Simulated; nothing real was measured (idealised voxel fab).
Process module, titled voxel double patterning
In the cross-section labelled cut, the width is 205 nm and each square cell is 5 nm.
Heads up, the way a cross-section reads in here is a grid of square cells, handed over as bands from the top down, with every band being one or more rows of cells. Top height, bottom height, nm. Materials left to right, width each, nm. Single material + "throughout" = fills band edge to edge. "empty" = empty. It should be noted that heights are counted from 0, beneath which the wafer as supplied is of one material throughout, and that the lowest band possesses no lower boundary but continues downward, as written in "z 0 and below". You'd read "30 to 40" like this: the band's top row of cells is as wide as the first number, its bottom row is as wide as the second, and going down, every row changes width by the same amount as the row before did. You'll sometimes find "remains unaltered" written for a step, and that's the way of saying that nowhere in the cross-section did a cell change during that step. The entry titled "Closed empty spaces" provides the empty spaces that have no open way to the top, restricted to those of 8 cells or more. Each is presented as width x height at distance, the distance being measured from the left edge, with all three in nm. Where a step's line continues beyond its settings, the continuation is a remark by the simulator itself on that step. "overlay nm", when on a step's line for a step with a mask, measures how far to the right of its planned place the mask lay; a negative measure means to the left.
**Steps planned for the process**
| 1 | RECEIVE,material Si |
| 2 | CONFORMAL_DEP,material SiO2,thk nm 10 |
| 3 | DIRECTIONAL_DEP,material TiN,thk nm 15 |
| 4 | DIRECTIONAL_DEP,material SiCN,thk nm 10 |
| 5 | MASKED_ETCH,tone open,mask id FIRST,width nm 15,pitch nm 50,etch materials SiCN,depth nm 10,overlay nm 0 |
| 6 | MASKED_ETCH,tone open,mask id SECOND,width nm 15,etch materials SiCN,depth nm 10,overlay nm 0 |
| 7 | DIRECTIONAL_ETCH,etch materials TiN,depth nm 15 |
| 8 | STRIP,etch materials SiCN |
**Cross-section: wafer on arrival = after step 1**
  z 0 and below = Si throughout
  Closed empty spaces: none
**First wafer of two, sectioned at end of module; run went per plan**
  z 25 to 10 = 70 nm TiN | 15 nm empty | 10 nm TiN | 15 nm empty | 10 nm TiN | 15 nm empty | 70 nm TiN
  z 10 to 0 = SiO2 throughout
  z 0 and below = Si throughout
  Closed empty spaces: none
**second wafer at the end: like start, like plan, one mistake**
  z 25 to 15 = SiO2 throughout
  z 15 to 0 = TiN throughout
  z 0 and below = Si throughout
  Closed empty spaces: none
Processing error: steps 2 and 3: order swapped relative to plan
End of process, cell counts, second wafer against first, materials with more or fewer: +27 TiN
